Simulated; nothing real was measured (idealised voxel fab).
Documented hereafter: the process module known as voxel transistor to metal.
The cross-section on display is named cut; it measures 270 nm wide, and its cells are 5 nm squares.
We lay out every cross-section as a grid of square cells and spell it out in bands from the top down, where one band means one or more rows of cells. Basically the band line says how high the top is and how high the bottom is, in nm, and then what's in it from left to right, every material with its width in nm. Empty space shows up as "blank", and if a single material carries "full width" it runs the full band edge to edge. Zero point of the height axis is 0; under it, received wafer = one material. Lowest band: continues down indefinitely, "z 0 and below". Quick explanation for "30..40": the width changes in equal steps down the rows of cells, from the first number in the band's top row to the second number in its bottom row. "everything unchanged" for a step: no cell of the cross-section changed in that step. "Voids, sealed": empty spaces of 8 cells or more with no open way to the top, each given as width x height at distance, distance from the left edge, all in nm. If you see something after the settings on a step's line, that's the simulator's own remark about that step. The optional step-line setting "overlay nm" applies to steps with a mask and quantifies how far to the right of its planned location the mask lay, a negative value indicating leftward placement.

This section lists the process steps that were planned
1: op RECEIVE | material Si
2: op CONFORMAL_DEP | material SiO2 | thk nm 5
3: op CONFORMAL_DEP | material SiN | thk nm 15
4: op PATTERN | tone cover | mask id ACTIVE | material resist | width nm 100 | pitch nm 130 | thk nm 20 | overlay nm 0
5: op DIRECTIONAL_ETCH | etch materials SiN | depth nm 15
6: op DIRECTIONAL_ETCH | etch materials SiO2 | depth nm 5
7: op DIRECTIONAL_ETCH | etch materials Si | depth nm 30
8: op STRIP | etch materials resist
9: op OXIDIZE | depth nm 5
10: op FILL_DEP | material SiO2 | thk nm 5
11: op CMP | height nm 20
12: op SELECTIVE_ETCH | etch materials SiO2 | depth nm 15
13: op STRIP | etch materials SiN
14: op SELECTIVE_ETCH | etch materials SiO2 | depth nm 5
15: op OXIDIZE | depth nm 5
16: op DIRECTIONAL_DEP | material polySi | thk nm 25
17: op DIRECTIONAL_DEP | material SiCN | thk nm 10
18: op MASKED_ETCH | tone cover | mask id GATE | width nm 20 | pitch nm 130 | etch materials SiCN | depth nm 20 | overlay nm 0
19: op MASKED_ETCH | tone cover | mask id GATE | width nm 20 | pitch nm 130 | etch materials polySi | depth nm 35 | overlay nm 0
20: op CONFORMAL_DEP | material SiO2 | thk nm 5
21: op DIRECTIONAL_ETCH | etch materials SiO2 | depth nm 5
22: op CONFORMAL_DEP | material SiN | thk nm 5
23: op DIRECTIONAL_ETCH | etch materials SiN | depth nm 5
24: op DIRECTIONAL_ETCH | etch materials SiO2 | depth nm 5
25: op DIRECTIONAL_ETCH | etch materials Si | depth nm 15
26: op EPI | material pSi | thk nm 20
27: op FILL_DEP | material SiO2 | thk nm 5
28: op CMP | height nm 35
29: op DIRECTIONAL_DEP | material SiO2 | thk nm 15
30: op MASKED_ETCH | tone open | mask id CONTACT | width nm 15 | etch materials SiO2 | depth nm 50 | overlay nm 0
31: op CONFORMAL_DEP | material TiN | thk nm 5
32: op FILL_DEP | material Ru | thk nm 10
33: op CMP | height nm 50
34: op CONFORMAL_DEP | material SiN | thk nm 5
35: op DIRECTIONAL_DEP | material lowk | thk nm 15
36: op PATTERN | tone open | mask id METAL_1 | material resist | width nm 15 | thk nm 20 | overlay nm 0
37: op DIRECTIONAL_ETCH | etch materials lowk | depth nm 15
38: op DIRECTIONAL_ETCH | etch materials SiN | depth nm 5
39: op STRIP | etch materials resist
40: op CONFORMAL_DEP | material TiN | thk nm 5
41: op FILL_DEP | material W | thk nm 5
42: op CMP | height nm 70
43: op EPI | material Ru | thk nm 5
44: op FILL_DEP | material SiCN | thk nm 5

Received-state cross-section, reflecting completion of step 1
z 0 and below = Si full width
Voids, sealed: none

The first of two wafers, cross-sectioned at the end of the module, with the run proceeding as planned
z 80 to 75 = SiCN full width
z 75 to 70 = SiCN (20)  Ru (25)  SiCN (50)  Ru (25)  SiCN (30)  Ru (25)  SiCN (50)  Ru (25)  SiCN (20)
z 70 to 55 = lowk (25)  TiN (5)  W (5)  TiN (5)  lowk (60)  TiN (5)  W (5)  TiN (5)  lowk (40)  TiN (5)  W (5)  TiN (5)  lowk (60)  TiN (5)  W (5)  TiN (5)  lowk (25)
z 55 to 50 = SiN (25)  TiN (15)  SiN (60)  TiN (15)  SiN (40)  TiN (15)  SiN (60)  TiN (15)  SiN (25)
z 50 to 35 = SiO2 (25)  TiN (5)  Ru (5)  TiN (5)  SiO2 (60)  TiN (5)  Ru (5)  TiN (5)  SiO2 (40)  TiN (5)  Ru (5)  TiN (5)  SiO2 (60)  TiN (5)  Ru (5)  TiN (5)  SiO2 (25)
z 35 to 25 = SiO2 (25)  TiN (5)  Ru (5)  TiN (5)  SiO2 (10)  SiN (5)  SiO2 (5)  SiCN (20)  SiO2 (5)  SiN (5)  SiO2 (10)  TiN (5)  Ru (5)  TiN (5)  SiO2 (40)  TiN (5)  Ru (5)  TiN (5)  SiO2 (10)  SiN (5)  SiO2 (5)  SiCN (20)  SiO2 (5)  SiN (5)  SiO2 (10)  TiN (5)  Ru (5)  TiN (5)  SiO2 (25)
z 25 to 20 = SiO2 (25)  TiN (5)  Ru (5)  TiN (5)  SiO2 (10)  SiN (5)  SiO2 (5)  polySi (20)  SiO2 (5)  SiN (5)  SiO2 (10)  TiN (5)  Ru (5)  TiN (5)  SiO2 (40)  TiN (5)  Ru (5)  TiN (5)  SiO2 (10)  SiN (5)  SiO2 (5)  polySi (20)  SiO2 (5)  SiN (5)  SiO2 (10)  TiN (5)  Ru (5)  TiN (5)  SiO2 (25)
z 20 to 15 = SiO2 (25)  TiN (15)  SiO2 (10)  SiN (5)  SiO2 (5)  polySi (20)  SiO2 (5)  SiN (5)  SiO2 (10)  TiN (15)  SiO2 (40)  TiN (15)  SiO2 (10)  SiN (5)  SiO2 (5)  polySi (20)  SiO2 (5)  SiN (5)  SiO2 (10)  TiN (15)  SiO2 (25)
z 15 to 0 = SiO2 (25)  TiN (5)  pSi (20)  SiN (5)  SiO2 (5)  polySi (20)  SiO2 (5)  SiN (5)  pSi (20)  TiN (5)  SiO2 (40)  TiN (5)  pSi (20)  SiN (5)  SiO2 (5)  polySi (20)  SiO2 (5)  SiN (5)  pSi (20)  TiN (5)  SiO2 (25)
z 0 to -5 = SiO2 (20)  pSi (30)  SiO2 (40)  pSi (30)  SiO2 (30)  pSi (30)  SiO2 (40)  pSi (30)  SiO2 (20)
z -5 to -20 = SiO2 (25)  pSi (25)  Si (40)  pSi (25)  SiO2 (40)  pSi (25)  Si (40)  pSi (25)  SiO2 (25)
z -20 to -35 = SiO2 (25)  Si (90)  SiO2 (40)  Si (90)  SiO2 (25)
z -35 and below = Si full width
Voids, sealed: none

The second wafer, shown in cross-section after the module: started the same way as the first and given the same plan, yet one mistake crept into how it was run
z 80 to 75 = SiCN full width
z 75 to 70 = SiCN (20)  Ru (25)  SiCN (50)  Ru (25)  SiCN (30)  Ru (25)  SiCN (50)  Ru (25)  SiCN (20)
z 70 to 55 = lowk (25)  TiN (5)  W (5)  TiN (5)  lowk (60)  TiN (5)  W (5)  TiN (5)  lowk (40)  TiN (5)  W (5)  TiN (5)  lowk (60)  TiN (5)  W (5)  TiN (5)  lowk (25)
z 55 to 50 = SiN (25)  TiN (15)  SiN (60)  TiN (15)  SiN (40)  TiN (15)  SiN (60)  TiN (15)  SiN (25)
z 50 to 35 = SiO2 (25)  SiCN (5)  Ru (5)  SiCN (5)  SiO2 (60)  SiCN (5)  Ru (5)  SiCN (5)  SiO2 (40)  SiCN (5)  Ru (5)  SiCN (5)  SiO2 (60)  SiCN (5)  Ru (5)  SiCN (5)  SiO2 (25)
z 35 to 25 = SiO2 (25)  SiCN (5)  Ru (5)  SiCN (5)  SiO2 (10)  SiN (5)  SiO2 (5)  SiCN (20)  SiO2 (5)  SiN (5)  SiO2 (10)  SiCN (5)  Ru (5)  SiCN (5)  SiO2 (40)  SiCN (5)  Ru (5)  SiCN (5)  SiO2 (10)  SiN (5)  SiO2 (5)  SiCN (20)  SiO2 (5)  SiN (5)  SiO2 (10)  SiCN (5)  Ru (5)  SiCN (5)  SiO2 (25)
z 25 to 20 = SiO2 (25)  SiCN (5)  Ru (5)  SiCN (5)  SiO2 (10)  SiN (5)  SiO2 (5)  polySi (20)  SiO2 (5)  SiN (5)  SiO2 (10)  SiCN (5)  Ru (5)  SiCN (5)  SiO2 (40)  SiCN (5)  Ru (5)  SiCN (5)  SiO2 (10)  SiN (5)  SiO2 (5)  polySi (20)  SiO2 (5)  SiN (5)  SiO2 (10)  SiCN (5)  Ru (5)  SiCN (5)  SiO2 (25)
z 20 to 15 = SiO2 (25)  SiCN (15)  SiO2 (10)  SiN (5)  SiO2 (5)  polySi (20)  SiO2 (5)  SiN (5)  SiO2 (10)  SiCN (15)  SiO2 (40)  SiCN (15)  SiO2 (10)  SiN (5)  SiO2 (5)  polySi (20)  SiO2 (5)  SiN (5)  SiO2 (10)  SiCN (15)  SiO2 (25)
z 15 to 0 = SiO2 (25)  SiCN (5)  pSi (20)  SiN (5)  SiO2 (5)  polySi (20)  SiO2 (5)  SiN (5)  pSi (20)  SiCN (5)  SiO2 (40)  SiCN (5)  pSi (20)  SiN (5)  SiO2 (5)  polySi (20)  SiO2 (5)  SiN (5)  pSi (20)  SiCN (5)  SiO2 (25)
z 0 to -5 = SiO2 (20)  pSi (30)  SiO2 (40)  pSi (30)  SiO2 (30)  pSi (30)  SiO2 (40)  pSi (30)  SiO2 (20)
z -5 to -20 = SiO2 (25)  pSi (25)  Si (40)  pSi (25)  SiO2 (40)  pSi (25)  Si (40)  pSi (25)  SiO2 (25)
z -20 to -35 = SiO2 (25)  Si (90)  SiO2 (40)  Si (90)  SiO2 (25)
z -35 and below = Si full width
Voids, sealed: none
Short version of what went wrong: step 31 ran as: op CONFORMAL_DEP | material SiCN | thk nm 5
Looking at both finished wafers in cells, the second ends up ahead of or behind the first on some materials: SiCN +72, TiN -72
